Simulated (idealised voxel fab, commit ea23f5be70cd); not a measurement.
voxel gate over fins: a process module
The cross-section shown here is cut; it is 275 nm wide and divided into square cells measuring 5 nm on a side.
Notation: cross-section as square-cell grid; stated in bands, top first, going down; one or more cell rows per band. A band entry consists of two parts. The first gives the height of the band's top and the height of its bottom, in nm. The rest lists the band's materials from left to right, each with its width in nm. A single material labelled with the word "full width" fills the band from edge to edge, and the word "blank" marks empty space. Basically, 0 is our baseline, since under it the wafer straight out of the box is all one material. The bottom band has no lower end and keeps on going down, so it looks like "0 and below". Width: "30->40" (first number = top row, second number = bottom row, same change from row to row of cells). "no modifications" means the step left every cell of the cross-section as it was. Entry "Fully sealed voids". Content: empty spaces with no open connection to the top, size 8 cells or greater. Each: width x height at distance. Distance: from left edge. Unit: nm. What comes after the settings on a step's line is commentary from the simulator itself on that step. overlay nm, on a step with a mask: how far to the right of its planned place the mask lay; to the left if negative.

Process steps (planned)
1) RECEIVE with material Si
2) CONFORMAL_DEP with material SiN, thk nm 10
3) DIRECTIONAL_DEP with material aC, thk nm 15
4) PATTERN with tone cover, mask id FINS, material resist, width nm 15, pitch nm 60, thk nm 30, overlay nm 0
5) DIRECTIONAL_ETCH with etch materials aC, depth nm 15
6) STRIP with etch materials resist
7) DIRECTIONAL_ETCH with etch materials SiN, depth nm 10
8) DIRECTIONAL_ETCH with etch materials Si, depth nm 30
9) STRIP with etch materials aC
10) FILL_DEP with material SiO2, thk nm 10
11) CMP with height nm 10
12) DIRECTIONAL_DEP with material aC, thk nm 15
13) PATTERN with tone open, mask id RAIL, material resist, width nm 15, thk nm 35, overlay nm 0
14) DIRECTIONAL_ETCH with etch materials aC, depth nm 15
15) STRIP with etch materials resist
16) DIRECTIONAL_ETCH with etch materials SiO2, depth nm 35
17) STRIP with etch materials aC
18) CONFORMAL_DEP with material TiN, thk nm 5
19) FILL_DEP with material W, thk nm 10
20) CMP with height nm 10
21) SELECTIVE_ETCH with etch materials W Ru TiN, depth nm 25
22) FILL_DEP with material SiO2, thk nm 5
23) CMP with height nm 10
24) SELECTIVE_ETCH with etch materials SiO2, depth nm 20
25) STRIP with etch materials SiN
26) CONFORMAL_DEP with material HfO2, thk nm 5
27) CONFORMAL_DEP with material TiN, thk nm 5
28) CONFORMAL_DEP with material TiAl, thk nm 5
29) CONFORMAL_DEP with material TiN, thk nm 5
30) FILL_DEP with material W, thk nm 15
31) CMP with height nm 30
32) CONFORMAL_DEP with material SiN, thk nm 10

Cross-section, incoming material, after step 1
	0 and below  Si full width
	Fully sealed voids: none

Cross-sectional result after module completion. Note: starting condition and plan are unchanged from above; one processing mistake was made
	40 down to 30  SiN full width
	30 down to 20  W full width
	20 down to 15  W 80 nm / TiN 55 nm / W 5 nm / TiN 55 nm / W 80 nm
	15 down to 10  W 80 nm / TiN 5 nm / TiAl 45 nm / TiN 5 nm / W 5 nm / TiN 5 nm / TiAl 45 nm / TiN 5 nm / W 80 nm
	10 down to 5  TiN 85 nm / TiAl 5 nm / TiN 35 nm / TiAl 5 nm / TiN 15 nm / TiAl 5 nm / TiN 35 nm / TiAl 5 nm / TiN 85 nm
	5 down to 0  TiAl 90 nm / TiN 5 nm / HfO2 25 nm / TiN 5 nm / TiAl 25 nm / TiN 5 nm / HfO2 25 nm / TiN 5 nm / TiAl 90 nm
	0 down to -5  TiN 95 nm / HfO2 5 nm / Si 15 nm / HfO2 5 nm / TiN 35 nm / HfO2 5 nm / Si 15 nm / HfO2 5 nm / TiN 95 nm
	-5 down to -10  HfO2 100 nm / Si 15 nm / HfO2 45 nm / Si 15 nm / HfO2 100 nm
	-10 down to -15  SiO2 100 nm / Si 15 nm / SiO2 45 nm / Si 15 nm / SiO2 100 nm
	-15 down to -20  SiO2 100 nm / Si 15 nm / SiO2 15 nm / TiN 5 nm / W 10 nm / TiN 5 nm / SiO2 10 nm / Si 15 nm / SiO2 100 nm
	-20 down to -25  SiO2 100 nm / Si 15 nm / SiO2 15 nm / TiN 20 nm / SiO2 10 nm / Si 15 nm / SiO2 100 nm
	-25 down to -30  SiO2 100 nm / Si 15 nm / SiO2 45 nm / Si 15 nm / SiO2 100 nm
	-30 and below  Si full width
	Fully sealed voids: none
What went wrong in running the wafer? step 13: run off-plan, actual operation and settings PATTERN with tone open, mask id RAIL, material resist, width nm 20, thk nm 35, overlay nm 0
